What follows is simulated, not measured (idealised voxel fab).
process module | voxel wiring stack
cross-section cut | 220 nm wide | cells 5 nm
A cross-section is a grid of square cells, given in bands from the top down. A band is one or more rows of cells.
Each band's line starts with the height of the band's top and of its bottom, in nm. Then come its materials from left to right, each with its width in nm. One material with "throughout" fills the band from edge to edge. "air" is empty space.
Height 0 is the level under which the wafer as received is all one material. The lowest band goes on downwards, as in "0 down".
A width such as "30 to 40" changes by the same amount from each row of cells to the next, from the band's top row to its bottom row.
"no change" after a step means that no cell of the cross-section changed.
closed voids: empty space of 8 cells or more with no open way to the top, each as width x height at its distance from the left edge, in nm
after a step's settings: what the simulator itself notes on the step
overlay nm, on a step with a mask: how far to the right of its planned place the mask lay; to the left if negative
plan
1 op RECEIVE | material Si
2 op CONFORMAL_DEP | material SiO2 | thk nm 15
3 op CONFORMAL_DEP | material SiN | thk nm 5
4 op DIRECTIONAL_DEP | material SiO2 | thk nm 15
5 op DIRECTIONAL_DEP | material aC | thk nm 15
6 op PATTERN | tone open | mask id METAL_1 | material resist | width nm 30 | pitch nm 45 | thk nm 30 | overlay nm 0
7 op DIRECTIONAL_ETCH | etch materials aC | depth nm 15
8 op STRIP | etch materials resist
9 op DIRECTIONAL_ETCH | etch materials SiO2 | depth nm 15
10 op DIRECTIONAL_ETCH | etch materials SiN | depth nm 5
11 op STRIP | etch materials aC
12 op CONFORMAL_DEP | material TiN | thk nm 5
13 op FILL_DEP | material Cu | thk nm 5
14 op CMP | height nm 35
15 op EPI | material Ru | thk nm 5
16 op FILL_DEP | material SiCN | thk nm 5
17 op DIRECTIONAL_DEP | material SiO2 | thk nm 30
18 op DIRECTIONAL_DEP | material aC | thk nm 10
19 op PATTERN | tone open | mask id METAL_2 | material resist | width nm 30 | pitch nm 45 | thk nm 25 | overlay nm 0
20 op DIRECTIONAL_ETCH | etch materials aC | depth nm 10
21 op STRIP | etch materials resist
22 op DIRECTIONAL_ETCH | etch materials SiO2 | depth nm 20
23 op STRIP | etch materials aC
24 op DIRECTIONAL_DEP | material aC | thk nm 10
25 op PATTERN | tone open | mask id METAL_2_HOLES | material resist | width nm 15 | pitch nm 45 | thk nm 30 | overlay nm 0
26 op DIRECTIONAL_ETCH | etch materials aC | depth nm 10
27 op STRIP | etch materials resist
28 op DIRECTIONAL_ETCH | etch materials SiO2 | depth nm 10
29 op DIRECTIONAL_ETCH | etch materials SiCN | depth nm 5
30 op STRIP | etch materials aC
31 op CONFORMAL_DEP | material TiN | thk nm 5
32 op FILL_DEP | material Cu | thk nm 5
33 op CMP | height nm 75
34 op CONFORMAL_DEP | material SiCN | thk nm 5
35 op DIRECTIONAL_DEP | material lowk | thk nm 30
36 op DIRECTIONAL_DEP | material aC | thk nm 10
37 op PATTERN | tone open | mask id METAL_3_HOLES | material resist | width nm 15 | pitch nm 90 | thk nm 25 | overlay nm 0
38 op DIRECTIONAL_ETCH | etch materials aC | depth nm 10
39 op STRIP | etch materials resist
40 op DIRECTIONAL_ETCH | etch materials lowk | depth nm 30
41 op STRIP | etch materials aC
42 op PATTERN | tone open | mask id METAL_3 | material resist | width nm 30 | pitch nm 45 | thk nm 20 | overlay nm 0
43 op DIRECTIONAL_ETCH | etch materials lowk | depth nm 20
44 op DIRECTIONAL_ETCH | etch materials SiCN | depth nm 5
45 op STRIP | etch materials resist
46 op CONFORMAL_DEP | material TiN | thk nm 5
47 op FILL_DEP | material Ru | thk nm 5
48 op CMP | height nm 110
49 op CONFORMAL_DEP | material SiCN | thk nm 5
50 op DIRECTIONAL_DEP | material lowk | thk nm 15
51 op DIRECTIONAL_DEP | material aC | thk nm 15
52 op PATTERN | tone open | mask id PLUG_3 | material resist | width nm 15 | pitch nm 45 | thk nm 30 | overlay nm 0
53 op DIRECTIONAL_ETCH | etch materials aC | depth nm 15
54 op STRIP | etch materials resist
55 op DIRECTIONAL_ETCH | etch materials lowk | depth nm 15
56 op DIRECTIONAL_ETCH | etch materials SiCN | depth nm 5
57 op STRIP | etch materials aC
58 op CONFORMAL_DEP | material TiN | thk nm 5
59 op FILL_DEP | material W | thk nm 5
60 op CMP | height nm 130
61 op DIRECTIONAL_DEP | material TiN | thk nm 5
62 op DIRECTIONAL_DEP | material W | thk nm 25
63 op PATTERN | tone cover | mask id METAL_4 | material resist | width nm 30 | pitch nm 45 | thk nm 15 | overlay nm 0
64 op DIRECTIONAL_ETCH | etch materials W | depth nm 25
65 op DIRECTIONAL_ETCH | etch materials TiN | depth nm 5
66 op STRIP | etch materials resist
67 op FILL_DEP | material SiO2 | thk nm 10
68 op CMP | height nm 160
69 op CONFORMAL_DEP | material SiN | thk nm 5
as received, after step 1
  0 down: Si throughout
  closed voids: none
first wafer at the end, as planned
  165 to 160: SiN throughout
  160 to 135: SiO2 25 | W 30 | SiO2 15 | W 30 | SiO2 15 | W 30 | SiO2 15 | W 30 | SiO2 30
  135 to 130: SiO2 25 | TiN 30 | SiO2 15 | TiN 30 | SiO2 15 | TiN 30 | SiO2 15 | TiN 30 | SiO2 30
  130 to 115: lowk 25 | TiN 5 | W 5 | TiN 5 | lowk 30 | TiN 5 | W 5 | TiN 5 | lowk 30 | TiN 5 | W 5 | TiN 5 | lowk 30 | TiN 5 | W 5 | TiN 5 | lowk 45
  115 to 110: SiCN 25 | TiN 15 | SiCN 30 | TiN 15 | SiCN 30 | TiN 15 | SiCN 30 | TiN 15 | SiCN 45
  110 to 95: lowk 25 | TiN 5 | Ru 20 | TiN 5 | lowk 15 | TiN 5 | Ru 20 | TiN 5 | lowk 15 | TiN 5 | Ru 20 | TiN 5 | lowk 15 | TiN 5 | Ru 20 | TiN 5 | lowk 30
  95 to 90: lowk 25 | TiN 5 | Ru 5 | TiN 20 | lowk 15 | TiN 30 | lowk 15 | TiN 5 | Ru 5 | TiN 20 | lowk 15 | TiN 30 | lowk 30
  90 to 80: lowk 25 | TiN 5 | Ru 5 | TiN 5 | lowk 75 | TiN 5 | Ru 5 | TiN 5 | lowk 90
  80 to 75: SiCN 25 | TiN 15 | SiCN 75 | TiN 15 | SiCN 90
  75 to 60: SiO2 25 | TiN 5 | Cu 20 | TiN 5 | SiO2 15 | TiN 5 | Cu 20 | TiN 5 | SiO2 15 | TiN 5 | Cu 20 | TiN 5 | SiO2 15 | TiN 5 | Cu 20 | TiN 5 | SiO2 30
  60 to 55: SiO2 25 | TiN 5 | Cu 5 | TiN 20 | SiO2 15 | TiN 5 | Cu 5 | TiN 20 | SiO2 15 | TiN 5 | Cu 5 | TiN 20 | SiO2 15 | TiN 5 | Cu 5 | TiN 20 | SiO2 30
  55 to 45: SiO2 25 | TiN 5 | Cu 5 | TiN 5 | SiO2 30 | TiN 5 | Cu 5 | TiN 5 | SiO2 30 | TiN 5 | Cu 5 | TiN 5 | SiO2 30 | TiN 5 | Cu 5 | TiN 5 | SiO2 45
  45 to 40: SiCN 25 | TiN 15 | SiCN 30 | TiN 15 | SiCN 30 | TiN 15 | SiCN 30 | TiN 15 | SiCN 45
  40 to 35: SiCN 20 | Ru 40 | SiCN 5 | Ru 40 | SiCN 5 | Ru 40 | SiCN 5 | Ru 40 | SiCN 25
  35 to 20: SiO2 25 | TiN 5 | Cu 20 | TiN 5 | SiO2 15 | TiN 5 | Cu 20 | TiN 5 | SiO2 15 | TiN 5 | Cu 20 | TiN 5 | SiO2 15 | TiN 5 | Cu 20 | TiN 5 | SiO2 30
  20 to 15: SiN 25 | TiN 30 | SiN 15 | TiN 30 | SiN 15 | TiN 30 | SiN 15 | TiN 30 | SiN 30
  15 to 0: SiO2 throughout
  0 down: Si throughout
  closed voids: none
second wafer at the end: like start, like plan, one mistake
  165 to 160: SiN throughout
  160 to 135: SiO2 25 | W 30 | SiO2 15 | W 30 | SiO2 15 | W 30 | SiO2 15 | W 30 | SiO2 30
  135 to 130: SiO2 25 | TiN 30 | SiO2 15 | TiN 30 | SiO2 15 | TiN 30 | SiO2 15 | TiN 30 | SiO2 30
  130 to 115: lowk 25 | TiN 5 | W 5 | TiN 5 | lowk 30 | TiN 5 | W 5 | TiN 5 | lowk 30 | TiN 5 | W 5 | TiN 5 | lowk 30 | TiN 5 | W 5 | TiN 5 | lowk 45
  115 to 110: SiCN 25 | TiN 15 | SiCN 30 | TiN 15 | SiCN 30 | TiN 15 | SiCN 30 | TiN 15 | SiCN 45
  110 to 95: lowk 25 | SiN 5 | Ru 20 | SiN 5 | lowk 15 | SiN 5 | Ru 20 | SiN 5 | lowk 15 | SiN 5 | Ru 20 | SiN 5 | lowk 15 | SiN 5 | Ru 20 | SiN 5 | lowk 30
  95 to 90: lowk 25 | SiN 5 | Ru 5 | SiN 20 | lowk 15 | SiN 30 | lowk 15 | SiN 5 | Ru 5 | SiN 20 | lowk 15 | SiN 30 | lowk 30
  90 to 80: lowk 25 | SiN 5 | Ru 5 | SiN 5 | lowk 75 | SiN 5 | Ru 5 | SiN 5 | lowk 90
  80 to 75: SiCN 25 | SiN 15 | SiCN 75 | SiN 15 | SiCN 90
  75 to 60: SiO2 25 | TiN 5 | Cu 20 | TiN 5 | SiO2 15 | TiN 5 | Cu 20 | TiN 5 | SiO2 15 | TiN 5 | Cu 20 | TiN 5 | SiO2 15 | TiN 5 | Cu 20 | TiN 5 | SiO2 30
  60 to 55: SiO2 25 | TiN 5 | Cu 5 | TiN 20 | SiO2 15 | TiN 5 | Cu 5 | TiN 20 | SiO2 15 | TiN 5 | Cu 5 | TiN 20 | SiO2 15 | TiN 5 | Cu 5 | TiN 20 | SiO2 30
  55 to 45: SiO2 25 | TiN 5 | Cu 5 | TiN 5 | SiO2 30 | TiN 5 | Cu 5 | TiN 5 | SiO2 30 | TiN 5 | Cu 5 | TiN 5 | SiO2 30 | TiN 5 | Cu 5 | TiN 5 | SiO2 45
  45 to 40: SiCN 25 | TiN 15 | SiCN 30 | TiN 15 | SiCN 30 | TiN 15 | SiCN 30 | TiN 15 | SiCN 45
  40 to 35: SiCN 20 | Ru 40 | SiCN 5 | Ru 40 | SiCN 5 | Ru 40 | SiCN 5 | Ru 40 | SiCN 25
  35 to 20: SiO2 25 | TiN 5 | Cu 20 | TiN 5 | SiO2 15 | TiN 5 | Cu 20 | TiN 5 | SiO2 15 | TiN 5 | Cu 20 | TiN 5 | SiO2 15 | TiN 5 | Cu 20 | TiN 5 | SiO2 30
  20 to 15: SiN 25 | TiN 30 | SiN 15 | TiN 30 | SiN 15 | TiN 30 | SiN 15 | TiN 30 | SiN 30
  15 to 0: SiO2 throughout
  0 down: Si throughout
  closed voids: none
what went wrong: step 46 ran as: op CONFORMAL_DEP | material SiN | thk nm 5
at the end the second wafer has, in cells: 60 more of SiN | 60 fewer of TiN
